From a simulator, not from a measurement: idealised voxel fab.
Process module, titled voxel self aligned contacts
Cross-sectional view cut (width: 170 nm; square cell size: 5 nm).
This document writes a cross-section as a grid whose cells are square, and gives it as bands, listed from the top down; one or more rows of cells form a band. The entry gives the band's vertical extent as a top height and a bottom height in nm, then its horizontal make-up as materials from left to right, each with a width in nm. "empty" stands for empty space; a single material marked "everywhere" fills the band edge to edge. All heights in this document are referenced to 0, defined as the level beneath which the wafer, as received, consists entirely of one material. The lowest band is not bounded below; it extends indefinitely downward and is written in the form "0 and below". A width such as "30 to 40" changes by the same amount from each row of cells to the next, from the band's top row to its bottom row. Key: "no modification" - step with no changed cell in the cross-section. Voids not open to the top, 8 cells minimum: see "Fully sealed cavities". Written width x height at distance; distance is from the left edge; nm. If you see something after the settings on a step's line, that's the simulator's own remark about that step. If you see "overlay nm" on a step's line and that step has a mask, it's telling you how far right of where it was planned the mask ended up; a negative number means it went left instead.
### Here's what the planned process steps look like
1) RECEIVE with material Si
2) CONFORMAL_DEP with material SiO2, thk nm 5
3) DIRECTIONAL_DEP with material polySi, thk nm 25
4) DIRECTIONAL_DEP with material SiN, thk nm 20
5) PATTERN with tone cover, mask id GATE, material resist, width nm 35, pitch nm 70, thk nm 15, overlay nm 0
6) DIRECTIONAL_ETCH with etch materials SiN, depth nm 20
7) DIRECTIONAL_ETCH with etch materials polySi, depth nm 25
8) STRIP with etch materials resist
9) CONFORMAL_DEP with material SiN, thk nm 10
10) DIRECTIONAL_ETCH with etch materials SiN, depth nm 10
11) FILL_DEP with material SiO2, thk nm 20
12) CMP with height nm 60
13) PATTERN with tone open, mask id CONTACT, material resist, width nm 55, thk nm 15, overlay nm 0
14) DIRECTIONAL_ETCH with etch materials SiO2, depth nm 60
15) STRIP with etch materials resist
16) CONFORMAL_DEP with material TiN, thk nm 5
17) FILL_DEP with material Ru, thk nm 10
18) CMP with height nm 60
19) CONFORMAL_DEP with material SiCN, thk nm 5
### Received-state cross-section, reflecting completion of step 1
	0 and below: Si everywhere
	Fully sealed cavities: none
### As-planned run: cross-section of the first of two wafers at end of module
	65 down to 60: SiCN everywhere
	60 down to 50: 55 SiO2 / 5 to 25 TiN / 45 to 5 Ru / 5 to 25 TiN / 60 SiO2
	50 down to 30: 20 SiO2 / 55 SiN / 5 TiN / 5 Ru / 5 TiN / 55 SiN / 25 SiO2
	30 down to 5: 20 SiO2 / 10 SiN / 35 polySi / 10 SiN / 5 TiN / 5 Ru / 5 TiN / 10 SiN / 35 polySi / 10 SiN / 25 SiO2
	5 down to 0: 75 SiO2 / 15 TiN / 80 SiO2
	0 and below: Si everywhere
	Fully sealed cavities: none
### Cross-section, second wafer: same start as the first, same plan as the first, one mistake in running it; taken at the end of the module
	65 down to 60: SiCN everywhere
	60 down to 50: 55 SiO2 / 5 to 25 TiN / 45 to 5 Ru / 5 to 25 TiN / 60 SiO2
	50 down to 35: 20 SiO2 / 55 SiN / 5 TiN / 5 Ru / 5 TiN / 55 SiN / 25 SiO2
	35 down to 30: 20 SiO2 / 55 SiN / 15 TiN / 55 SiN / 25 SiO2
	30 down to 5: TiN everywhere
	5 down to 0: SiO2 everywhere
	0 and below: Si everywhere
	Fully sealed cavities: none
Heads up, the wafer didn't run the way we planned it: so step 3 ended up running with a different setting than we planned, it ran as DIRECTIONAL_DEP with material TiN, thk nm 25
Per the end-of-run cell counts, the second wafer holds more or fewer of some materials than the first: Ru -6, SiN -40, SiO2 -42, TiN +158, polySi -70
